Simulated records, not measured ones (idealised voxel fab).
The following process module bears the name voxel trench capacitor.
Cross-sectional view cut (width: 190 nm; square cell size: 5 nm).
A cross-section is a grid of square cells, given in bands from the top down. A band is one or more rows of cells.
For a band, the entry starts with two heights in nm, that of the top and then that of the bottom, and carries on with the band's materials in order from left to right, each alongside its width in nm; the word "all across" beside a single material means it fills the band edge to edge, and "air" means empty space.
All heights in this document are referenced to 0, defined as the level beneath which the wafer, as received, consists entirely of one material. The lowest band is not bounded below; it extends indefinitely downward and is written in the form "0 and below".
Top row gets the first number, bottom row gets the second, and each row in between changes by the same step: that is how a band width like "30->40" works.
Reading "remained unchanged" for a step: not a cell of the cross-section changed in it.
Entry "Sealed void inventory". Content: empty spaces with no open connection to the top, size 8 cells or greater. Each: width x height at distance. Distance: from left edge. Unit: nm.
On a step's line, text after the settings is the simulator commenting on that step.
overlay nm: where the mask lay relative to plan, measured to the right, on steps with a mask; negatives go left.

Process steps - plan
1: op RECEIVE | material Si
2: op CONFORMAL_DEP | material SiN | thk nm 5
3: op PATTERN | tone open | mask id TRENCH | material resist | width nm 25 | pitch nm 55 | thk nm 20 | overlay nm 0
4: op DIRECTIONAL_ETCH | etch materials SiN | depth nm 5
5: op DIRECTIONAL_ETCH | etch materials Si | depth nm 35
6: op STRIP | etch materials resist
7: op CONFORMAL_DEP | material HfO2 | thk nm 5
8: op CONFORMAL_DEP | material TiN | thk nm 5
9: op FILL_DEP | material W | thk nm 5
10: op CMP | height nm 5

As-received state of the wafer in cross-section, equivalent to post-step 1
0 and below = Si all across
Sealed void inventory: none

Cross-section: first of two wafers, module finished, run according to plan
5 down to 0 = 55 nm SiN, then 5 nm HfO2, then 5 nm TiN, then 5 nm W, then 5 nm TiN, then 5 nm HfO2, then 30 nm SiN, then 5 nm HfO2, then 5 nm TiN, then 5 nm W, then 5 nm TiN, then 5 nm HfO2, then 55 nm SiN
0 down to -25 = 55 nm Si, then 5 nm HfO2, then 5 nm TiN, then 5 nm W, then 5 nm TiN, then 5 nm HfO2, then 30 nm Si, then 5 nm HfO2, then 5 nm TiN, then 5 nm W, then 5 nm TiN, then 5 nm HfO2, then 55 nm Si
-25 down to -30 = 55 nm Si, then 5 nm HfO2, then 15 nm TiN, then 5 nm HfO2, then 30 nm Si, then 5 nm HfO2, then 15 nm TiN, then 5 nm HfO2, then 55 nm Si
-30 down to -35 = 55 nm Si, then 25 nm HfO2, then 30 nm Si, then 25 nm HfO2, then 55 nm Si
-35 and below = Si all across
Sealed void inventory: none

This is the second of the two wafers, cross-sectioned at the end of the module; it started exactly like the first and was given the same plan, but it was run with one mistake
0 down to -25 = 55 nm Si, then 5 nm HfO2, then 5 nm TiN, then 5 nm W, then 5 nm TiN, then 5 nm HfO2, then 30 nm Si, then 5 nm HfO2, then 5 nm TiN, then 5 nm W, then 5 nm TiN, then 5 nm HfO2, then 55 nm Si
-25 down to -30 = 55 nm Si, then 5 nm HfO2, then 15 nm TiN, then 5 nm HfO2, then 30 nm Si, then 5 nm HfO2, then 15 nm TiN, then 5 nm HfO2, then 55 nm Si
-30 down to -35 = 55 nm Si, then 25 nm HfO2, then 30 nm Si, then 25 nm HfO2, then 55 nm Si
-35 and below = Si all across
Sealed void inventory: none
What broke from the plan during processing? step 10 changed vs plan, executed as op CMP | height nm 0
At the finish, the second wafer shows more or fewer cells for some materials than the first does: HfO2 -4 | SiN -28 | TiN -4 | W -2
